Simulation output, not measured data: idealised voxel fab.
The document below concerns the process module designated voxel transistor to metal.
This is section cut - it's 185 nm across, gridded in 5 nm square cells.
Throughout this document, each cross-section is represented as a grid of square cells and is presented as a sequence of bands enumerated from the top downward, where a band comprises one or more rows of cells.
The band entry comprises the height of the band's top followed by the height of its bottom, expressed in nm, and subsequently the band's materials from left to right, each stated together with its width in nm. Where a single material is marked with the word "full width", that material fills the band from edge to edge. The word "blank" represents empty space.
Counting heights begins at 0, where everything beneath is, in the wafer as received, one material. The lowest band has no bottom; it goes on downwards, as "0..down" shows.
A width such as "30..40" changes by the same amount from each row of cells to the next, from the band's top row to its bottom row.
When a step is marked "nothing got changed", none of the cells in the cross-section changed during that step.
Basically, "Unvented cavities" tells you about the enclosed voids: empty spaces with no open way to the top, 8 cells or bigger, each written width x height at distance, where distance is from the left edge, all in nm.
Heads up: the bit after the settings on a step's line is the simulator's remark on that step.
For masked steps, "overlay nm" on the step line gives how far right of plan the mask actually lay; a minus sign means it lay to the left.

The steps planned for the process are as follows:
- 1: RECEIVE, material Si
- 2: CONFORMAL_DEP, material SiO2, thk nm 5
- 3: CONFORMAL_DEP, material SiN, thk nm 15
- 4: PATTERN, tone cover, mask id ACTIVE, material resist, width nm 105, thk nm 20, overlay nm 0
- 5: DIRECTIONAL_ETCH, etch materials SiN, depth nm 15
- 6: DIRECTIONAL_ETCH, etch materials SiO2, depth nm 5
- 7: DIRECTIONAL_ETCH, etch materials Si, depth nm 30
- 8: STRIP, etch materials resist
- 9: FILL_DEP, material SiO2, thk nm 5
- 10: CMP, height nm 20
- 11: SELECTIVE_ETCH, etch materials SiO2, depth nm 5
- 12: STRIP, etch materials SiN
- 13: SELECTIVE_ETCH, etch materials SiO2, depth nm 5
- 14: OXIDIZE, depth nm 5
- 15: DIRECTIONAL_DEP, material polySi, thk nm 30
- 16: DIRECTIONAL_DEP, material SiCN, thk nm 10
- 17: PATTERN, tone cover, mask id GATE, material resist, width nm 25, thk nm 20, overlay nm 0
- 18: DIRECTIONAL_ETCH, etch materials SiCN, depth nm 20
- 19: DIRECTIONAL_ETCH, etch materials polySi, depth nm 40
- 20: STRIP, etch materials resist
- 21: CONFORMAL_DEP, material SiN, thk nm 10
- 22: DIRECTIONAL_ETCH, etch materials SiN, depth nm 10
- 23: DIRECTIONAL_ETCH, etch materials SiO2, depth nm 5
- 24: DIRECTIONAL_ETCH, etch materials Si, depth nm 5
- 25: EPI, material nSi, thk nm 10
- 26: FILL_DEP, material SiO2, thk nm 10
- 27: CMP, height nm 40
- 28: DIRECTIONAL_DEP, material SiO2, thk nm 15
- 29: PATTERN, tone open, mask id CONTACT, material resist, width nm 20, pitch nm 75, thk nm 15, overlay nm 0
- 30: DIRECTIONAL_ETCH, etch materials SiO2, depth nm 60
- 31: STRIP, etch materials resist
- 32: CONFORMAL_DEP, material TiN, thk nm 5
- 33: FILL_DEP, material Ru, thk nm 5
- 34: CMP, height nm 55
- 35: DIRECTIONAL_DEP, material TiN, thk nm 5
- 36: DIRECTIONAL_DEP, material W, thk nm 20
- 37: MASKED_ETCH, tone cover, mask id METAL_1, width nm 20, pitch nm 75, etch materials W, depth nm 20, overlay nm 0
- 38: MASKED_ETCH, tone cover, mask id METAL_1, width nm 20, pitch nm 75, etch materials TiN, depth nm 5, overlay nm 0
- 39: CONFORMAL_DEP, material SiCN, thk nm 5
- 40: FILL_DEP, material SiO2, thk nm 5
- 41: CMP, height nm 80
- 42: CONFORMAL_DEP, material SiCN, thk nm 5
For clarity, it should be stated that the wafers under discussion commence in an identical condition and differ with respect to the depth nm of step 24, the plan indicating the value that the first wafer had.

The first of several wafers in cross-section, exactly as it reached us after step 1:
> 0..down  Si full width
> Unvented cavities: none

Take any row and you have a wafer at the end of the module: how many cells of each material it has gained (+) or lost (-) since it was received, and then its closed voids:
depth nm 5 | +36 Ru | -127 Si | +92 SiCN | +40 SiN | +444 SiO2 | +54 TiN | +32 W | +28 nSi | +30 polySi | Unvented cavities: none
depth nm 10 | +36 Ru | -137 Si | +92 SiCN | +40 SiN | +444 SiO2 | +56 TiN | +32 W | +36 nSi | +30 polySi | Unvented cavities: none
depth nm 15 | +36 Ru | -147 Si | +92 SiCN | +40 SiN | +446 SiO2 | +56 TiN | +32 W | +44 nSi | +30 polySi | Unvented cavities: none
depth nm 20 | +36 Ru | -157 Si | +92 SiCN | +40 SiN | +448 SiO2 | +56 TiN | +32 W | +52 nSi | +30 polySi | Unvented cavities: none
depth nm 25 | +36 Ru | -167 Si | +92 SiCN | +40 SiN | +450 SiO2 | +56 TiN | +32 W | +60 nSi | +30 polySi | Unvented cavities: none
